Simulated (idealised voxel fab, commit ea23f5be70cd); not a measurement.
Process module heading - voxel trench capacitor
175 nm wide, 5 nm square cells: that's cross-section cut.
We lay out every cross-section as a grid of square cells and spell it out in bands from the top down, where one band means one or more rows of cells.
Per band: top height and bottom height in nm, followed by the left-to-right materials and their widths in nm; "full width" marks a single material spanning edge to edge, "air" marks empty space.
Beneath 0, the wafer as received is one material, and that level is where height counting begins. The lowest band goes on downward without a bottom; it is written like "0 nm and below".
Think of "30->40" as a width that walks from the first number to the second as you go down the band, top row to bottom row, taking equal-sized steps from row to row.
For the purposes of this document, the phrase "nothing different" attached to a step denotes that no cell within the cross-section was modified by that step.
If an empty space has no open way to the top and is at least 8 cells in size, "Sealed void inventory" lists it, written width x height at distance, where distance is measured from the left edge and every value is in nm.
Heads up: the bit after the settings on a step's line is the simulator's remark on that step.
"overlay nm" on a masked step: distance the mask lay right of its planned place, negative for left.
# The steps planned for the process are as follows
1 RECEIVE, material Si
2 CONFORMAL_DEP, material SiN, thk nm 10
3 DIRECTIONAL_DEP, material aC, thk nm 15
4 PATTERN, tone open, mask id TRENCH, material resist, width nm 15, pitch nm 40, thk nm 30, overlay nm 0
5 DIRECTIONAL_ETCH, etch materials aC, depth nm 15
6 STRIP, etch materials resist
7 DIRECTIONAL_ETCH, etch materials SiN, depth nm 10
8 DIRECTIONAL_ETCH, etch materials Si, depth nm 35
9 STRIP, etch materials aC
10 CONFORMAL_DEP, material Al2O3, thk nm 5
11 CONFORMAL_DEP, material TiN, thk nm 5
12 FILL_DEP, material W, thk nm 10
13 CMP, height nm 10
Among the wafers covered here, the point of difference is the width nm at step 4; their starting state is shared, and the plan presents the value of the first wafer.
# Incoming state of the first of several wafers in cross-section: after step 1
- 0 nm and below: Si full width
- Sealed void inventory: none
# End of the module, past its last step, step 13: how the first of several wafers looks in cross-section
- 10 nm to 0 nm: SiN 40 | Al2O3 5 | TiN 5 | Al2O3 5 | SiN 25 | Al2O3 5 | TiN 5 | Al2O3 5 | SiN 25 | Al2O3 5 | TiN 5 | Al2O3 5 | SiN 40
- 0 nm to -30 nm: Si 40 | Al2O3 5 | TiN 5 | Al2O3 5 | Si 25 | Al2O3 5 | TiN 5 | Al2O3 5 | Si 25 | Al2O3 5 | TiN 5 | Al2O3 5 | Si 40
- -30 nm to -35 nm: Si 40 | Al2O3 15 | Si 25 | Al2O3 15 | Si 25 | Al2O3 15 | Si 40
- -35 nm and below: Si full width
- Sealed void inventory: none
# last wafer at the end
- 10 nm to 0 nm: SiN 35 | Al2O3 5 | TiN 5 | W 5 | TiN 5 | Al2O3 5 | SiN 15 | Al2O3 5 | TiN 5 | W 5 | TiN 5 | Al2O3 5 | SiN 15 | Al2O3 5 | TiN 5 | W 5 | TiN 5 | Al2O3 5 | SiN 35
- 0 nm to -25 nm: Si 35 | Al2O3 5 | TiN 5 | W 5 | TiN 5 | Al2O3 5 | Si 15 | Al2O3 5 | TiN 5 | W 5 | TiN 5 | Al2O3 5 | Si 15 | Al2O3 5 | TiN 5 | W 5 | TiN 5 | Al2O3 5 | Si 35
- -25 nm to -30 nm: Si 35 | Al2O3 5 | TiN 15 | Al2O3 5 | Si 15 | Al2O3 5 | TiN 15 | Al2O3 5 | Si 15 | Al2O3 5 | TiN 15 | Al2O3 5 | Si 35
- -30 nm to -35 nm: Si 35 | Al2O3 25 | Si 15 | Al2O3 25 | Si 15 | Al2O3 25 | Si 35
- -35 nm and below: Si full width
- Sealed void inventory: none
# Note: the following table is arranged by wafer, a row apiece. Each row reports the end-of-module state: per material, cells gained (+) or cells lost (-) compared with the wafer as received; closed voids follow
width nm 15; +57 Al2O3; -63 Si; +52 SiN; +24 TiN; Sealed void inventory: none
width nm 20; +60 Al2O3; -84 Si; +46 SiN; +48 TiN; Sealed void inventory: none
width nm 25; +63 Al2O3; -105 Si; +40 SiN; +51 TiN; +21 W; Sealed void inventory: none
